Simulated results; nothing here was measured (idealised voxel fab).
process module | voxel self aligned vias
cross-section cut | 225 nm wide | cells 5 nm
A cross-section is a grid of square cells, given in bands from the top down. A band is one or more rows of cells.
Each band's line starts with the height of the band's top and of its bottom, in nm. Then come its materials from left to right, each with its width in nm. One material with "throughout" fills the band from edge to edge. "air" is empty space.
Height 0 is the level under which the wafer as received is all one material. The lowest band goes on downwards, as in "0 down".
A width such as "30 to 40" changes by the same amount from each row of cells to the next, from the band's top row to its bottom row.
"no change" after a step means that no cell of the cross-section changed.
closed voids: empty space of 8 cells or more with no open way to the top, each as width x height at its distance from the left edge, in nm
after a step's settings: what the simulator itself notes on the step
overlay nm, on a step with a mask: how far to the right of its planned place the mask lay; to the left if negative
Each pair below shows a cross-section before one step and the cross-section after it, down to the lowest band that changed. The line under each pair gives the step between them, with its settings. The pairs can come from different runs of this module on the same starting wafer, so a pair continues from the pair above only where its "before" says so.
before
  65 to 55: aC throughout
  55 to 35: SiO2 throughout
  35 to 25: SiO2 25 | SiN 30 | SiO2 40 | SiN 30 | SiO2 40 | SiN 30 | SiO2 30
  25 to 20: SiO2 25 | TiN 5 | W 20 | TiN 5 | SiO2 40 | TiN 5 | W 20 | TiN 5 | SiO2 40 | TiN 5 | W 20 | TiN 5 | SiO2 30
  20 to 15: SiO2 25 | TiN 30 | SiO2 40 | TiN 30 | SiO2 40 | TiN 30 | SiO2 30
  15 to 10: SiCN throughout
  10 to 0: SiO2 throughout
  0 down: Si throughout
  closed voids: none
after
  90 to 65: resist 20 | air 45 | resist 95 | air 45 | resist 20
  below 65: unchanged
  closed voids: none
the step between: op PATTERN | tone open | mask id VIAS | material resist | width nm 45 | pitch nm 140 | thk nm 25 | overlay nm 0
before: the cross-section after the pair above
after
  80 to 65: resist 20 | air 45 | resist 95 | air 45 | resist 20
  65 to 55: aC 20 | air 45 | aC 95 | air 45 | aC 20
  below 55: unchanged
  closed voids: none
the step between: op DIRECTIONAL_ETCH | etch materials aC | depth nm 10
before: the cross-section after the pair above
after
  65 to 55: aC 20 | air 45 | aC 95 | air 45 | aC 20
  below 55: unchanged
  closed voids: none
the step between: op STRIP | etch materials resist
before: the cross-section after the pair above
after
  65 to 55: aC 20 | air 45 | aC 95 | air 45 | aC 20
  55 to 35: SiO2 20 | air 45 | SiO2 95 | air 45 | SiO2 20
  below 35: unchanged
  closed voids: none
the step between: op DIRECTIONAL_ETCH | etch materials SiO2 | depth nm 20
before: the cross-section after the pair above
after
  65 to 55: aC 20 | air 45 | aC 95 | air 45 | aC 20
  55 to 35: SiO2 20 | air 45 | SiO2 95 | air 45 | SiO2 20
  35 to 25: SiO2 25 | air 30 | SiO2 40 | SiN 30 | SiO2 40 | air 30 | SiO2 30
  below 25: unchanged
  closed voids: none
the step between: op DIRECTIONAL_ETCH | etch materials SiN | depth nm 10
before: the cross-section after the pair above
after
  55 to 35: SiO2 20 | air 45 | SiO2 95 | air 45 | SiO2 20
  below 35: unchanged
  closed voids: none
the step between: op STRIP | etch materials aC
before: the cross-section after the pair above
after
  60 to 55: TiN 25 | air 35 | TiN 105 | air 35 | TiN 25
  55 to 40: SiO2 20 | TiN 5 | air 35 | TiN 5 | SiO2 95 | TiN 5 | air 35 | TiN 5 | SiO2 20
  40 to 35: SiO2 20 | TiN 10 | air 20 | TiN 15 | SiO2 95 | TiN 10 | air 20 | TiN 15 | SiO2 20
  35 to 30: SiO2 25 | TiN 5 | air 20 | TiN 5 | SiO2 40 | SiN 30 | SiO2 40 | TiN 5 | air 20 | TiN 5 | SiO2 30
  30 to 25: SiO2 25 | TiN 30 | SiO2 40 | SiN 30 | SiO2 40 | TiN 30 | SiO2 30
  below 25: unchanged
  closed voids: none
the step between: op CONFORMAL_DEP | material TiN | thk nm 5
before: the cross-section after the pair above
after
  65 to 60: Ru throughout
  60 to 55: TiN 25 | Ru 35 | TiN 105 | Ru 35 | TiN 25
  55 to 40: SiO2 20 | TiN 5 | Ru 35 | TiN 5 | SiO2 95 | TiN 5 | Ru 35 | TiN 5 | SiO2 20
  40 to 35: SiO2 20 | TiN 10 | Ru 20 | TiN 15 | SiO2 95 | TiN 10 | Ru 20 | TiN 15 | SiO2 20
  35 to 30: SiO2 25 | TiN 5 | Ru 20 | TiN 5 | SiO2 40 | SiN 30 | SiO2 40 | TiN 5 | Ru 20 | TiN 5 | SiO2 30
  below 30: unchanged
  closed voids: none
the step between: op FILL_DEP | material Ru | thk nm 5
before: the cross-section after the pair above
after
  55 to 40: SiO2 20 | TiN 5 | Ru 35 | TiN 5 | SiO2 95 | TiN 5 | Ru 35 | TiN 5 | SiO2 20
  below 40: unchanged
  closed voids: none
the step between: op CMP | height nm 55
before: the cross-section after the pair above
after
  60 to 55: SiCN throughout
  below 55: unchanged
  closed voids: none
the step between: op CONFORMAL_DEP | material SiCN | thk nm 5
before
  35 to 15: SiO2 throughout
  15 to 10: SiCN throughout
  10 to 0: SiO2 throughout
  0 down: Si throughout
  closed voids: none
after
  35 to 15: SiO2 20 | air 30 | SiO2 40 | air 30 | SiO2 40 | air 30 | SiO2 35
  below 15: unchanged
  closed voids: none
the step between: op MASKED_ETCH | tone open | mask id LINES | width nm 30 | pitch nm 70 | etch materials SiO2 | depth nm 20 | overlay nm -5
before: the cross-section after the pair above
after
  40 to 35: TiN 25 | air 20 | TiN 50 | air 20 | TiN 50 | air 20 | TiN 40
  35 to 20: SiO2 20 | TiN 5 | air 20 | TiN 5 | SiO2 40 | TiN 5 | air 20 | TiN 5 | SiO2 40 | TiN 5 | air 20 | TiN 5 | SiO2 35
  20 to 15: SiO2 20 | TiN 30 | SiO2 40 | TiN 30 | SiO2 40 | TiN 30 | SiO2 35
  below 15: unchanged
  closed voids: none
the step between: op CONFORMAL_DEP | material TiN | thk nm 5
before: the cross-section after the pair above
after
  45 to 40: W throughout
  40 to 35: TiN 25 | W 20 | TiN 50 | W 20 | TiN 50 | W 20 | TiN 40
  35 to 20: SiO2 20 | TiN 5 | W 20 | TiN 5 | SiO2 40 | TiN 5 | W 20 | TiN 5 | SiO2 40 | TiN 5 | W 20 | TiN 5 | SiO2 35
  below 20: unchanged
  closed voids: none
the step between: op FILL_DEP | material W | thk nm 5
before: the cross-section after the pair above
after
  35 to 20: SiO2 20 | TiN 5 | W 20 | TiN 5 | SiO2 40 | TiN 5 | W 20 | TiN 5 | SiO2 40 | TiN 5 | W 20 | TiN 5 | SiO2 35
  below 20: unchanged
  closed voids: none
the step between: op CMP | height nm 35
before: the cross-section after the pair above
after
  35 to 25: SiO2 20 | air 30 | SiO2 40 | air 30 | SiO2 40 | air 30 | SiO2 35
  below 25: unchanged
  closed voids: none
the step between: op SELECTIVE_ETCH | etch materials W Ru TiN | depth nm 10
before: the cross-section after the pair above
after
  40 to 35: SiN throughout
  35 to 25: SiO2 20 | SiN 30 | SiO2 40 | SiN 30 | SiO2 40 | SiN 30 | SiO2 35
  below 25: unchanged
  closed voids: none
the step between: op FILL_DEP | material SiN | thk nm 5
before: the cross-section after the pair above
after
  35 to 25: SiO2 20 | SiN 30 | SiO2 40 | SiN 30 | SiO2 40 | SiN 30 | SiO2 35
  below 25: unchanged
  closed voids: none
the step between: op CMP | height nm 35
before: the cross-section after the pair above
after
  55 to 35: SiO2 throughout
  below 35: unchanged
  closed voids: none
the step between: op DIRECTIONAL_DEP | material SiO2 | thk nm 20
before: the cross-section after the pair above
after
  65 to 55: aC throughout
  below 55: unchanged
  closed voids: none
the step between: op DIRECTIONAL_DEP | material aC | thk nm 10
before: the cross-section after the pair above
after
  90 to 65: resist 20 | air 40 | resist 100 | air 40 | resist 25
  below 65: unchanged
  closed voids: none
the step between: op PATTERN | tone open | mask id VIAS | material resist | width nm 40 | pitch nm 140 | thk nm 25 | overlay nm 0
before: the cross-section after the pair above
after
  80 to 65: resist 20 | air 40 | resist 100 | air 40 | resist 25
  65 to 55: aC 20 | air 40 | aC 100 | air 40 | aC 25
  below 55: unchanged
  closed voids: none
the step between: op DIRECTIONAL_ETCH | etch materials aC | depth nm 10
before: the cross-section after the pair above
after
  65 to 55: aC 20 | air 40 | aC 100 | air 40 | aC 25
  below 55: unchanged
  closed voids: none
the step between: op STRIP | etch materials resist
before: the cross-section after the pair above
after
  65 to 55: aC 20 | air 40 | aC 100 | air 40 | aC 25
  55 to 35: SiO2 20 | air 40 | SiO2 100 | air 40 | SiO2 25
  below 35: unchanged
  closed voids: none
the step between: op DIRECTIONAL_ETCH | etch materials SiO2 | depth nm 20
before: the cross-section after the pair above
after
  65 to 55: aC 20 | air 40 | aC 100 | air 40 | aC 25
  55 to 35: SiO2 20 | air 40 | SiO2 100 | air 40 | SiO2 25
  35 to 25: SiO2 20 | air 30 | SiO2 40 | SiN 30 | SiO2 40 | air 30 | SiO2 35
  below 25: unchanged
  closed voids: none
the step between: op DIRECTIONAL_ETCH | etch materials SiN | depth nm 10
before: the cross-section after the pair above
after
  55 to 35: SiO2 20 | air 40 | SiO2 100 | air 40 | SiO2 25
  below 35: unchanged
  closed voids: none
the step between: op STRIP | etch materials aC
before: the cross-section after the pair above
after
  60 to 55: TiN 25 | air 30 | TiN 110 | air 30 | TiN 30
  55 to 40: SiO2 20 | TiN 5 | air 30 | TiN 5 | SiO2 100 | TiN 5 | air 30 | TiN 5 | SiO2 25
  40 to 35: SiO2 20 | TiN 5 | air 20 | TiN 15 | SiO2 100 | TiN 5 | air 20 | TiN 15 | SiO2 25
  35 to 30: SiO2 20 | TiN 5 | air 20 | TiN 5 | SiO2 40 | SiN 30 | SiO2 40 | TiN 5 | air 20 | TiN 5 | SiO2 35
  30 to 25: SiO2 20 | TiN 30 | SiO2 40 | SiN 30 | SiO2 40 | TiN 30 | SiO2 35
  below 25: unchanged
  closed voids: none
the step between: op CONFORMAL_DEP | material TiN | thk nm 5
before: the cross-section after the pair above
after
  65 to 60: Ru throughout
  60 to 55: TiN 25 | Ru 30 | TiN 110 | Ru 30 | TiN 30
  55 to 40: SiO2 20 | TiN 5 | Ru 30 | TiN 5 | SiO2 100 | TiN 5 | Ru 30 | TiN 5 | SiO2 25
  40 to 35: SiO2 20 | TiN 5 | Ru 20 | TiN 15 | SiO2 100 | TiN 5 | Ru 20 | TiN 15 | SiO2 25
  35 to 30: SiO2 20 | TiN 5 | Ru 20 | TiN 5 | SiO2 40 | SiN 30 | SiO2 40 | TiN 5 | Ru 20 | TiN 5 | SiO2 35
  below 30: unchanged
  closed voids: none
the step between: op FILL_DEP | material Ru | thk nm 5
before: the cross-section after the pair above
after
  55 to 40: SiO2 20 | TiN 5 | Ru 30 | TiN 5 | SiO2 100 | TiN 5 | Ru 30 | TiN 5 | SiO2 25
  below 40: unchanged
  closed voids: none
the step between: op CMP | height nm 55
before: the cross-section after the pair above
after
  60 to 55: SiCN throughout
  below 55: unchanged
  closed voids: none
the step between: op CONFORMAL_DEP | material SiCN | thk nm 5
before
  55 to 35: SiO2 20 | air 40 | SiO2 100 | air 40 | SiO2 25
  35 to 25: SiO2 25 | air 30 | SiO2 40 | SiN 30 | SiO2 40 | air 30 | SiO2 30
  25 to 20: SiO2 25 | TiN 5 | W 20 | TiN 5 | SiO2 40 | TiN 5 | W 20 | TiN 5 | SiO2 40 | TiN 5 | W 20 | TiN 5 | SiO2 30
  20 to 15: SiO2 25 | TiN 30 | SiO2 40 | TiN 30 | SiO2 40 | TiN 30 | SiO2 30
  15 to 10: SiCN throughout
  10 to 0: SiO2 throughout
  0 down: Si throughout
  closed voids: none
after
  60 to 40: SiO2 25 | air 30 | SiO2 110 | air 30 | SiO2 30
  40 to 35: SiO2 30 | air 20 | SiO2 120 | air 20 | SiO2 35
  35 to 30: SiO2 30 | air 20 | SiO2 45 | SiN 30 | SiO2 45 | air 20 | SiO2 35
  30 to 25: SiO2 95 | SiN 30 | SiO2 100
  below 25: unchanged
  closed voids: none
the step between: op CONFORMAL_DEP | material SiO2 | thk nm 5
before: the cross-section after the pair above
after
  65 to 60: Ru throughout
  60 to 40: SiO2 25 | Ru 30 | SiO2 110 | Ru 30 | SiO2 30
  40 to 35: SiO2 30 | Ru 20 | SiO2 120 | Ru 20 | SiO2 35
  35 to 30: SiO2 30 | Ru 20 | SiO2 45 | SiN 30 | SiO2 45 | Ru 20 | SiO2 35
  below 30: unchanged
  closed voids: none
the step between: op FILL_DEP | material Ru | thk nm 5
before: the cross-section after the pair above
after
  55 to 40: SiO2 25 | Ru 30 | SiO2 110 | Ru 30 | SiO2 30
  below 40: unchanged
  closed voids: none
the step between: op CMP | height nm 55
before: the cross-section after the pair above
after
  60 to 55: SiCN throughout
  below 55: unchanged
  closed voids: none
the step between: op CONFORMAL_DEP | material SiCN | thk nm 5
before
  35 to 15: SiO2 throughout
  15 to 10: SiCN throughout
  10 to 0: SiO2 throughout
  0 down: Si throughout
  closed voids: none
after
  35 to 15: air 25 | SiO2 30 | air 40 | SiO2 30 | air 40 | SiO2 30 | air 30
  below 15: unchanged
  closed voids: none
the step between: op MASKED_ETCH | tone cover | mask id LINES | width nm 30 | pitch nm 70 | etch materials SiO2 | depth nm 20 | overlay nm 0
before: the cross-section after the pair above
after
  40 to 35: air 20 | TiN 40 | air 30 | TiN 40 | air 30 | TiN 40 | air 25
  35 to 20: air 20 | TiN 5 | SiO2 30 | TiN 5 | air 30 | TiN 5 | SiO2 30 | TiN 5 | air 30 | TiN 5 | SiO2 30 | TiN 5 | air 25
  20 to 15: TiN 25 | SiO2 30 | TiN 40 | SiO2 30 | TiN 40 | SiO2 30 | TiN 30
  below 15: unchanged
  closed voids: none
the step between: op CONFORMAL_DEP | material TiN | thk nm 5
before: the cross-section after the pair above
after
  45 to 40: W throughout
  40 to 35: W 20 | TiN 40 | W 30 | TiN 40 | W 30 | TiN 40 | W 25
  35 to 20: W 20 | TiN 5 | SiO2 30 | TiN 5 | W 30 | TiN 5 | SiO2 30 | TiN 5 | W 30 | TiN 5 | SiO2 30 | TiN 5 | W 25
  below 20: unchanged
  closed voids: none
the step between: op FILL_DEP | material W | thk nm 5
before: the cross-section after the pair above
after
  35 to 20: W 20 | TiN 5 | SiO2 30 | TiN 5 | W 30 | TiN 5 | SiO2 30 | TiN 5 | W 30 | TiN 5 | SiO2 30 | TiN 5 | W 25
  below 20: unchanged
  closed voids: none
the step between: op CMP | height nm 35
before: the cross-section after the pair above
after
  35 to 25: air 25 | SiO2 30 | air 40 | SiO2 30 | air 40 | SiO2 30 | air 30
  below 25: unchanged
  closed voids: none
the step between: op SELECTIVE_ETCH | etch materials W Ru TiN | depth nm 10
before: the cross-section after the pair above
after
  40 to 35: SiN throughout
  35 to 25: SiN 25 | SiO2 30 | SiN 40 | SiO2 30 | SiN 40 | SiO2 30 | SiN 30
  below 25: unchanged
  closed voids: none
the step between: op FILL_DEP | material SiN | thk nm 5
before: the cross-section after the pair above
after
  35 to 25: SiN 25 | SiO2 30 | SiN 40 | SiO2 30 | SiN 40 | SiO2 30 | SiN 30
  below 25: unchanged
  closed voids: none
the step between: op CMP | height nm 35
before: the cross-section after the pair above
after
  55 to 35: SiO2 throughout
  below 35: unchanged
  closed voids: none
the step between: op DIRECTIONAL_DEP | material SiO2 | thk nm 20
before: the cross-section after the pair above
after
  65 to 55: aC throughout
  below 55: unchanged
  closed voids: none
the step between: op DIRECTIONAL_DEP | material aC | thk nm 10
before: the cross-section after the pair above
after
  90 to 65: resist 20 | air 40 | resist 100 | air 40 | resist 25
  below 65: unchanged
  closed voids: none
the step between: op PATTERN | tone open | mask id VIAS | material resist | width nm 40 | pitch nm 140 | thk nm 25 | overlay nm 0
before: the cross-section after the pair above
after
  80 to 65: resist 20 | air 40 | resist 100 | air 40 | resist 25
  65 to 55: aC 20 | air 40 | aC 100 | air 40 | aC 25
  below 55: unchanged
  closed voids: none
the step between: op DIRECTIONAL_ETCH | etch materials aC | depth nm 10
before: the cross-section after the pair above
after
  65 to 55: aC 20 | air 40 | aC 100 | air 40 | aC 25
  below 55: unchanged
  closed voids: none
the step between: op STRIP | etch materials resist
before: the cross-section after the pair above
after
  65 to 55: aC 20 | air 40 | aC 100 | air 40 | aC 25
  55 to 35: SiO2 20 | air 40 | SiO2 100 | air 40 | SiO2 25
  below 35: unchanged
  closed voids: none
the step between: op DIRECTIONAL_ETCH | etch materials SiO2 | depth nm 20
before: the cross-section after the pair above
after
  65 to 55: aC 20 | air 40 | aC 100 | air 40 | aC 25
  55 to 35: SiO2 20 | air 40 | SiO2 100 | air 40 | SiO2 25
  35 to 25: SiN 20 | air 5 | SiO2 30 | air 5 | SiN 35 | SiO2 30 | SiN 35 | air 5 | SiO2 30 | air 5 | SiN 25
  below 25: unchanged
  closed voids: none
the step between: op DIRECTIONAL_ETCH | etch materials SiN | depth nm 10
before: the cross-section after the pair above
after
  55 to 35: SiO2 20 | air 40 | SiO2 100 | air 40 | SiO2 25
  below 35: unchanged
  closed voids: none
the step between: op STRIP | etch materials aC
before: the cross-section after the pair above
after
  60 to 55: TiN 25 | air 30 | TiN 110 | air 30 | TiN 30
  55 to 40: SiO2 20 | TiN 5 | air 30 | TiN 5 | SiO2 100 | TiN 5 | air 30 | TiN 5 | SiO2 25
  40 to 35: SiO2 20 | TiN 40 | SiO2 100 | TiN 40 | SiO2 25
  35 to 25: SiN 20 | TiN 5 | SiO2 30 | TiN 5 | SiN 35 | SiO2 30 | SiN 35 | TiN 5 | SiO2 30 | TiN 5 | SiN 25
  below 25: unchanged
  closed voids: none
the step between: op CONFORMAL_DEP | material TiN | thk nm 5
before: the cross-section after the pair above
after
  65 to 60: Ru throughout
  60 to 55: TiN 25 | Ru 30 | TiN 110 | Ru 30 | TiN 30
  55 to 40: SiO2 20 | TiN 5 | Ru 30 | TiN 5 | SiO2 100 | TiN 5 | Ru 30 | TiN 5 | SiO2 25
  below 40: unchanged
  closed voids: none
the step between: op FILL_DEP | material Ru | thk nm 5
before: the cross-section after the pair above
after
  55 to 40: SiO2 20 | TiN 5 | Ru 30 | TiN 5 | SiO2 100 | TiN 5 | Ru 30 | TiN 5 | SiO2 25
  below 40: unchanged
  closed voids: none
the step between: op CMP | height nm 55
before: the cross-section after the pair above
after
  60 to 55: SiCN throughout
  below 55: unchanged
  closed voids: none
the step between: op CONFORMAL_DEP | material SiCN | thk nm 5
